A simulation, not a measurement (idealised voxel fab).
The following is a process module called voxel self aligned vias.
FYI the section here is cut, 280 nm wide, cells are 5 nm squares.
Square cells in a grid make up a cross-section in this document, and the grid is given as bands, listed from the top down, each one or more rows of cells.
Quick guide to a band line: top height, bottom height (nm) up front; then every material left to right with its width in nm. Only one material and it's marked "full width"? Then it fills the band edge to edge. And "blank" just means empty space.
A quick word on heights: they are counted from 0, and under that level the wafer as it came to us is one material throughout. The lowest band is different from the rest in having no bottom; it simply continues downward, written as in "0 and below".
Width "30->40": first value at the band's top row of cells, second value at its bottom row, equal change from row to row.
Where a step carries "nothing changed", the cross-section came out of it unchanged, cell for cell.
"Closed void catalog" means: voids of 8 cells or more that are shut off from the top with no open way through. Written width x height at distance, distance from the left edge, in nm.
Step line, after settings: the simulator's comment on this step.
overlay nm, on a step with a mask: how far to the right of its planned place the mask lay; to the left if negative

[Steps planned for the process]
1,op RECEIVE | material Si
2,op CONFORMAL_DEP | material SiO2 | thk nm 15
3,op CONFORMAL_DEP | material SiCN | thk nm 5
4,op DIRECTIONAL_DEP | material SiO2 | thk nm 25
5,op DIRECTIONAL_DEP | material aC | thk nm 10
6,op PATTERN | tone open | mask id LINES | material resist | width nm 30 | pitch nm 60 | thk nm 25 | overlay nm 0
7,op DIRECTIONAL_ETCH | etch materials aC | depth nm 10
8,op STRIP | etch materials resist
9,op DIRECTIONAL_ETCH | etch materials SiO2 | depth nm 25
10,op STRIP | etch materials aC
11,op CONFORMAL_DEP | material TiN | thk nm 5
12,op FILL_DEP | material Ru | thk nm 10
13,op CMP | height nm 45
14,op SELECTIVE_ETCH | etch materials W Ru TiN | depth nm 5
15,op FILL_DEP | material SiN | thk nm 10
16,op CMP | height nm 45
17,op DIRECTIONAL_DEP | material SiO2 | thk nm 20
18,op DIRECTIONAL_DEP | material aC | thk nm 15
19,op PATTERN | tone open | mask id VIAS | material resist | width nm 40 | pitch nm 120 | thk nm 35 | overlay nm 0
20,op DIRECTIONAL_ETCH | etch materials aC | depth nm 15
21,op STRIP | etch materials resist
22,op DIRECTIONAL_ETCH | etch materials SiO2 | depth nm 20
23,op DIRECTIONAL_ETCH | etch materials SiN | depth nm 5
24,op STRIP | etch materials aC
25,op CONFORMAL_DEP | material TiN | thk nm 5
26,op FILL_DEP | material Ru | thk nm 5
27,op CMP | height nm 65
28,op CONFORMAL_DEP | material SiCN | thk nm 5

[Cross-section of the wafer as it came to us, i.e., already through step 1]
0 and below  Si full width
Closed void catalog: none

[Here's the wafer cut in cross-section after the module, started and planned just like above, except one thing was done wrong in the run]
70 down to 65  SiCN full width
65 down to 45  SiO2 (60) / TiN (5) / Ru (30) / TiN (5) / SiO2 (80) / TiN (5) / Ru (30) / TiN (5) / SiO2 (60)
45 down to 40  SiN (60) / TiN (40) / SiN (80) / TiN (40) / SiN (60)
40 down to 20  SiO2 (65) / TiN (5) / Ru (20) / TiN (5) / SiO2 (30) / TiN (5) / Ru (20) / TiN (5) / SiO2 (30) / TiN (5) / Ru (20) / TiN (5) / SiO2 (65)
20 down to 15  SiO2 (65) / TiN (30) / SiO2 (30) / TiN (30) / SiO2 (30) / TiN (30) / SiO2 (65)
15 down to 10  SiCN full width
10 down to 0  SiO2 full width
0 and below  Si full width
Closed void catalog: none
what went wrong: heads up, step 2 didn't go per plan, it actually ran as op CONFORMAL_DEP | material SiO2 | thk nm 10
